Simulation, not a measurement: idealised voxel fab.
Process module name: voxel capacitor over wiring
In the cross-section labelled cut, the width is 240 nm and each square cell is 5 nm.
This document writes a cross-section as a grid whose cells are square, and gives it as bands, listed from the top down; one or more rows of cells form a band. Band: top and bottom heights (nm) first, top before bottom; then materials from left to right, widths in nm. "edge to edge" marks a sole material filling the band edge to edge. "empty" denotes empty space. A quick word on heights: they are counted from 0, and under that level the wafer as it came to us is one material throughout. The lowest band is different from the rest in having no bottom; it simply continues downward, written as in "0 nm and below". Read "30 to 40" as a graded width: first number on top, second number at the bottom, same change between each pair of neighbouring rows. It should be understood that the words "no alterations made", when stated for a given step, signify that the cross-section underwent no change in any of its cells during that step. Closed void list: empty space of 8 cells or more with no open way to the top, each as width x height at its distance from the left edge, in nm. Note: text after step settings on the step line = simulator remark on that step. What "overlay nm" on a step's line means: if the step has a mask, that mask lay this far to the right of its planned place, or, when the value is negative, to the left.
# These are the steps we planned for the process
1: RECEIVE (material Si)
2: CONFORMAL_DEP (material SiO2; thk nm 10)
3: CONFORMAL_DEP (material SiCN; thk nm 5)
4: DIRECTIONAL_DEP (material SiO2; thk nm 20)
5: DIRECTIONAL_DEP (material aC; thk nm 15)
6: PATTERN (tone open; mask id METAL_1; material resist; width nm 30; pitch nm 90; thk nm 30; overlay nm 0)
7: DIRECTIONAL_ETCH (etch materials aC; depth nm 15)
8: STRIP (etch materials resist)
9: DIRECTIONAL_ETCH (etch materials SiO2; depth nm 20)
10: DIRECTIONAL_ETCH (etch materials SiCN; depth nm 5)
11: STRIP (etch materials aC)
12: CONFORMAL_DEP (material TiN; thk nm 5)
13: FILL_DEP (material Cu; thk nm 10)
14: CMP (height nm 35)
15: CONFORMAL_DEP (material SiCN; thk nm 5)
16: DIRECTIONAL_DEP (material lowk; thk nm 20)
17: DIRECTIONAL_DEP (material aC; thk nm 10)
18: PATTERN (tone open; mask id PLUG_1; material resist; width nm 15; thk nm 30; overlay nm 0)
19: DIRECTIONAL_ETCH (etch materials aC; depth nm 10)
20: STRIP (etch materials resist)
21: DIRECTIONAL_ETCH (etch materials lowk; depth nm 20)
22: DIRECTIONAL_ETCH (etch materials SiCN; depth nm 5)
23: STRIP (etch materials aC)
24: EPI (material Ru; thk nm 10)
25: EPI (material Ru; thk nm 10)
26: EPI (material Ru; thk nm 5)
27: DIRECTIONAL_DEP (material TiN; thk nm 10)
28: DIRECTIONAL_DEP (material HfO2; thk nm 5)
29: DIRECTIONAL_DEP (material TiN; thk nm 10)
30: PATTERN (tone cover; mask id UPPER_PLATE; material resist; width nm 65; thk nm 20; overlay nm 0)
31: DIRECTIONAL_ETCH (etch materials TiN; depth nm 10)
32: DIRECTIONAL_ETCH (etch materials HfO2; depth nm 5)
33: STRIP (etch materials resist)
34: DIRECTIONAL_DEP (material aC; thk nm 10)
35: PATTERN (tone cover; mask id LOWER_PLATE; material resist; width nm 75; thk nm 25; overlay nm 0)
36: DIRECTIONAL_ETCH (etch materials aC; depth nm 10)
37: STRIP (etch materials resist)
38: DIRECTIONAL_ETCH (etch materials TiN; depth nm 10)
39: STRIP (etch materials aC)
40: FILL_DEP (material SiO2; thk nm 20)
41: CMP (height nm 100)
42: DIRECTIONAL_DEP (material aC; thk nm 10)
43: PATTERN (tone open; mask id PLUG_2; material resist; width nm 15; thk nm 25; overlay nm 0)
44: DIRECTIONAL_ETCH (etch materials aC; depth nm 10)
45: STRIP (etch materials resist)
46: DIRECTIONAL_ETCH (etch materials SiO2; depth nm 15)
47: STRIP (etch materials aC)
48: CONFORMAL_DEP (material TiN; thk nm 5)
49: FILL_DEP (material Cu; thk nm 5)
50: CMP (height nm 100)
51: CONFORMAL_DEP (material SiCN; thk nm 5)
# So this is the incoming wafer in cross-section - it's already been through step 1
    0 nm and below: Si edge to edge
    Closed void list: none
# Cross-sectional result after module completion. Note: starting condition and plan are unchanged from above; one processing mistake was made
    105 nm to 100 nm: SiCN edge to edge
    100 nm to 95 nm: 85 SiO2  15 TiN  140 SiO2
    95 nm to 85 nm: 75 SiO2  65 TiN  100 SiO2
    85 nm to 80 nm: 75 SiO2  65 HfO2  100 SiO2
    80 nm to 70 nm: 70 SiO2  75 TiN  95 SiO2
    70 nm to 60 nm: HfO2 edge to edge
    60 nm to 40 nm: lowk edge to edge
    40 nm to 35 nm: SiCN edge to edge
    35 nm to 15 nm: 60 SiO2  5 TiN  20 Cu  5 TiN  60 SiO2  5 TiN  20 Cu  5 TiN  60 SiO2
    15 nm to 10 nm: 60 SiCN  30 TiN  60 SiCN  30 TiN  60 SiCN
    10 nm to 0 nm: SiO2 edge to edge
    0 nm and below: Si edge to edge
    Closed void list: none
Error vs. plan: the process deviated at step 17: the operation and settings actually run there were DIRECTIONAL_DEP (material HfO2; thk nm 10)
